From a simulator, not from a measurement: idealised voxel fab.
process module | voxel wiring stack
cross-section cut | 250 nm wide | cells 5 nm
A cross-section is a grid of square cells, given in bands from the top down. A band is one or more rows of cells.
Each band's line starts with the height of the band's top and of its bottom, in nm. Then come its materials from left to right, each with its width in nm. One material with "throughout" fills the band from edge to edge. "air" is empty space.
Height 0 is the level under which the wafer as received is all one material. The lowest band goes on downwards, as in "0 down".
A width such as "30 to 40" changes by the same amount from each row of cells to the next, from the band's top row to its bottom row.
"no change" after a step means that no cell of the cross-section changed.
closed voids: empty space of 8 cells or more with no open way to the top, each as width x height at its distance from the left edge, in nm
after a step's settings: what the simulator itself notes on the step
overlay nm, on a step with a mask: how far to the right of its planned place the mask lay; to the left if negative
plan
1 op RECEIVE | material Si
2 op CONFORMAL_DEP | material SiO2 | thk nm 10
3 op CONFORMAL_DEP | material SiN | thk nm 5
4 op DIRECTIONAL_DEP | material SiO2 | thk nm 15
5 op MASKED_ETCH | tone open | mask id METAL_1 | width nm 25 | pitch nm 50 | etch materials SiO2 | depth nm 15 | overlay nm 0
6 op MASKED_ETCH | tone open | mask id METAL_1 | width nm 25 | pitch nm 50 | etch materials SiN | depth nm 5 | overlay nm 0
7 op CONFORMAL_DEP | material TiN | thk nm 5
8 op FILL_DEP | material Cu | thk nm 10
9 op CMP | height nm 30
10 op EPI | material Ru | thk nm 5
11 op FILL_DEP | material SiCN | thk nm 5
12 op DIRECTIONAL_DEP | material lowk | thk nm 15
13 op MASKED_ETCH | tone open | mask id PLUG_1 | width nm 15 | pitch nm 50 | etch materials lowk | depth nm 15 | overlay nm 0
14 op MASKED_ETCH | tone open | mask id PLUG_1 | width nm 15 | pitch nm 50 | etch materials SiCN | depth nm 5 | overlay nm 0
15 op EPI | material Ru | thk nm 10
16 op EPI | material Ru | thk nm 10
17 op CONFORMAL_DEP | material SiN | thk nm 5
18 op DIRECTIONAL_DEP | material SiO2 | thk nm 25
19 op PATTERN | tone open | mask id METAL_2 | material resist | width nm 25 | pitch nm 50 | thk nm 20 | overlay nm 0
20 op DIRECTIONAL_ETCH | etch materials SiO2 | depth nm 25
21 op DIRECTIONAL_ETCH | etch materials SiN | depth nm 5
22 op STRIP | etch materials resist
23 op CONFORMAL_DEP | material TiN | thk nm 5
24 op FILL_DEP | material Cu | thk nm 5
25 op CMP | height nm 85
26 op CONFORMAL_DEP | material SiN | thk nm 5
first wafer, as planned
as received, after step 1
  0 down: Si throughout
  closed voids: none
after step 2
  10 to 0: SiO2 throughout
  below 0: unchanged
after step 3
  15 to 10: SiN throughout
  below 10: unchanged
after step 4
  30 to 15: SiO2 throughout
  below 15: unchanged
after step 5
  30 to 15: SiO2 85 | air 25 | SiO2 25 | air 25 | SiO2 90
  below 15: unchanged
after step 6
  30 to 15: SiO2 85 | air 25 | SiO2 25 | air 25 | SiO2 90
  15 to 10: SiN 85 | air 25 | SiN 25 | air 25 | SiN 90
  below 10: unchanged
after step 7
  35 to 30: TiN 90 | air 15 | TiN 35 | air 15 | TiN 95
  30 to 15: SiO2 85 | TiN 5 | air 15 | TiN 5 | SiO2 25 | TiN 5 | air 15 | TiN 5 | SiO2 90
  15 to 10: SiN 85 | TiN 25 | SiN 25 | TiN 25 | SiN 90
  below 10: unchanged
after step 8
  45 to 35: Cu throughout
  35 to 30: TiN 90 | Cu 15 | TiN 35 | Cu 15 | TiN 95
  30 to 15: SiO2 85 | TiN 5 | Cu 15 | TiN 5 | SiO2 25 | TiN 5 | Cu 15 | TiN 5 | SiO2 90
  below 15: unchanged
after step 9
  30 to 15: SiO2 85 | TiN 5 | Cu 15 | TiN 5 | SiO2 25 | TiN 5 | Cu 15 | TiN 5 | SiO2 90
  below 15: unchanged
after step 10
  35 to 30: air 80 | Ru 35 | air 15 | Ru 35 | air 85
  below 30: unchanged
after step 11
  40 to 35: SiCN throughout
  35 to 30: SiCN 80 | Ru 35 | SiCN 15 | Ru 35 | SiCN 85
  below 30: unchanged
after step 12
  55 to 40: lowk throughout
  below 40: unchanged
after step 13
  55 to 40: lowk 85 | air 15 | lowk 35 | air 15 | lowk 100
  below 40: unchanged
after step 14
  55 to 40: lowk 85 | air 15 | lowk 35 | air 15 | lowk 100
  40 to 35: SiCN 85 | air 15 | SiCN 35 | air 15 | SiCN 100
  below 35: unchanged
after step 15
  55 to 45: lowk 85 | air 15 | lowk 35 | air 15 | lowk 100
  45 to 40: lowk 85 | Ru 15 | lowk 35 | Ru 15 | lowk 100
  40 to 30: SiCN 85 to 80 | Ru 15 to 35 | SiCN 35 to 15 | Ru 15 to 35 | SiCN 100 to 85
  below 30: unchanged
after step 16
  55 to 40: lowk 85 | Ru 15 | lowk 35 | Ru 15 | lowk 100
  below 40: unchanged
after step 17
  60 to 55: SiN throughout
  below 55: unchanged
after step 18
  85 to 60: SiO2 throughout
  below 60: unchanged
after step 19
  105 to 85: resist 85 | air 25 | resist 25 | air 25 | resist 90
  below 85: unchanged
after step 20
  105 to 85: resist 85 | air 25 | resist 25 | air 25 | resist 90
  85 to 60: SiO2 85 | air 25 | SiO2 25 | air 25 | SiO2 90
  below 60: unchanged
after step 21
  105 to 85: resist 85 | air 25 | resist 25 | air 25 | resist 90
  85 to 60: SiO2 85 | air 25 | SiO2 25 | air 25 | SiO2 90
  60 to 55: SiN 85 | air 25 | SiN 25 | air 25 | SiN 90
  below 55: unchanged
after step 22
  85 to 60: SiO2 85 | air 25 | SiO2 25 | air 25 | SiO2 90
  below 60: unchanged
after step 23
  90 to 85: TiN 90 | air 15 | TiN 35 | air 15 | TiN 95
  85 to 60: SiO2 85 | TiN 5 | air 15 | TiN 5 | SiO2 25 | TiN 5 | air 15 | TiN 5 | SiO2 90
  60 to 55: SiN 85 | TiN 25 | SiN 25 | TiN 25 | SiN 90
  below 55: unchanged
after step 24
  95 to 90: Cu throughout
  90 to 85: TiN 90 | Cu 15 | TiN 35 | Cu 15 | TiN 95
  85 to 60: SiO2 85 | TiN 5 | Cu 15 | TiN 5 | SiO2 25 | TiN 5 | Cu 15 | TiN 5 | SiO2 90
  below 60: unchanged
after step 25
  85 to 60: SiO2 85 | TiN 5 | Cu 15 | TiN 5 | SiO2 25 | TiN 5 | Cu 15 | TiN 5 | SiO2 90
  below 60: unchanged
after step 26
  90 to 85: SiN throughout
  below 85: unchanged
second wafer: like start, like plan, one mistake. Through step 14 it matches the first wafer
when step 16 should have ended
  65 to 55: air 75 | Ru 35 | air 15 | Ru 35 | air 90
  55 to 40: lowk 85 | Ru 15 | lowk 35 | Ru 15 | lowk 100
  40 to 30: SiCN 85 to 80 | Ru 15 to 35 | SiCN 35 to 15 | Ru 15 to 35 | SiCN 100 to 85
  below 30: unchanged
when step 17 should have ended
  70 to 65: air 70 | SiN 45 | air 5 | SiN 45 | air 85
  65 to 60: air 70 | SiN 5 | Ru 35 | SiN 5 | air 5 | SiN 5 | Ru 35 | SiN 5 | air 85
  60 to 55: SiN 75 | Ru 35 | SiN 15 | Ru 35 | SiN 90
  below 55: unchanged
when step 18 should have ended
  95 to 85: air 70 | SiO2 45 | air 5 | SiO2 45 | air 85
  85 to 70: SiO2 throughout
  70 to 65: SiO2 70 | SiN 45 | SiO2 5 | SiN 45 | SiO2 85
  65 to 60: SiO2 70 | SiN 5 | Ru 35 | SiN 5 | SiO2 5 | SiN 5 | Ru 35 | SiN 5 | SiO2 85
  below 60: unchanged
when step 19 should have ended
  115 to 95: resist 85 | air 25 | resist 25 | air 25 | resist 90
  95 to 85: resist 70 | SiO2 45 | resist 5 | SiO2 45 | resist 85
  below 85: unchanged
when step 20 should have ended
  115 to 95: resist 85 | air 25 | resist 25 | air 25 | resist 90
  95 to 85: resist 70 | SiO2 15 | air 25 | SiO2 5 | resist 5 | SiO2 15 | air 25 | SiO2 5 | resist 85
  85 to 70: SiO2 85 | air 25 | SiO2 25 | air 25 | SiO2 90
  below 70: unchanged
when step 21 should have ended
  115 to 95: resist 85 | air 25 | resist 25 | air 25 | resist 90
  95 to 85: resist 70 | SiO2 15 | air 25 | SiO2 5 | resist 5 | SiO2 15 | air 25 | SiO2 5 | resist 85
  85 to 70: SiO2 85 | air 25 | SiO2 25 | air 25 | SiO2 90
  70 to 65: SiO2 70 | SiN 15 | air 25 | SiN 5 | SiO2 5 | SiN 15 | air 25 | SiN 5 | SiO2 85
  below 65: unchanged
when step 22 should have ended
  95 to 85: air 70 | SiO2 15 | air 25 | SiO2 5 | air 5 | SiO2 15 | air 25 | SiO2 5 | air 85
  below 85: unchanged
when step 23 should have ended
  100 to 95: air 65 | TiN 25 | air 15 | TiN 35 | air 15 | TiN 15 | air 80
  95 to 90: air 65 | TiN 5 | SiO2 15 | TiN 5 | air 15 | TiN 5 | SiO2 5 | TiN 5 | SiO2 15 | TiN 5 | air 15 | TiN 5 | SiO2 5 | TiN 5 | air 80
  90 to 85: TiN 70 | SiO2 15 | TiN 5 | air 15 | TiN 5 | SiO2 5 | TiN 5 | SiO2 15 | TiN 5 | air 15 | TiN 5 | SiO2 5 | TiN 85
  85 to 70: SiO2 85 | TiN 5 | air 15 | TiN 5 | SiO2 25 | TiN 5 | air 15 | TiN 5 | SiO2 90
  70 to 65: SiO2 70 | SiN 15 | TiN 25 | SiN 5 | SiO2 5 | SiN 15 | TiN 25 | SiN 5 | SiO2 85
  below 65: unchanged
when step 24 should have ended
  105 to 100: Cu throughout
  100 to 95: Cu 65 | TiN 25 | Cu 15 | TiN 35 | Cu 15 | TiN 15 | Cu 80
  95 to 90: Cu 65 | TiN 5 | SiO2 15 | TiN 5 | Cu 15 | TiN 5 | SiO2 5 | TiN 5 | SiO2 15 | TiN 5 | Cu 15 | TiN 5 | SiO2 5 | TiN 5 | Cu 80
  90 to 85: TiN 70 | SiO2 15 | TiN 5 | Cu 15 | TiN 5 | SiO2 5 | TiN 5 | SiO2 15 | TiN 5 | Cu 15 | TiN 5 | SiO2 5 | TiN 85
  85 to 70: SiO2 85 | TiN 5 | Cu 15 | TiN 5 | SiO2 25 | TiN 5 | Cu 15 | TiN 5 | SiO2 90
  below 70: unchanged
when step 25 should have ended
  85 to 70: SiO2 85 | TiN 5 | Cu 15 | TiN 5 | SiO2 25 | TiN 5 | Cu 15 | TiN 5 | SiO2 90
  below 70: unchanged
when step 26 should have ended
  90 to 85: SiN throughout
  below 85: unchanged
what went wrong: one of the steps 15 and 16, which are alike, was run twice
at the end the second wafer has, in cells: 12 fewer of Cu | 28 more of Ru | 8 more of SiN | 16 fewer of SiO2 | 8 fewer of TiN
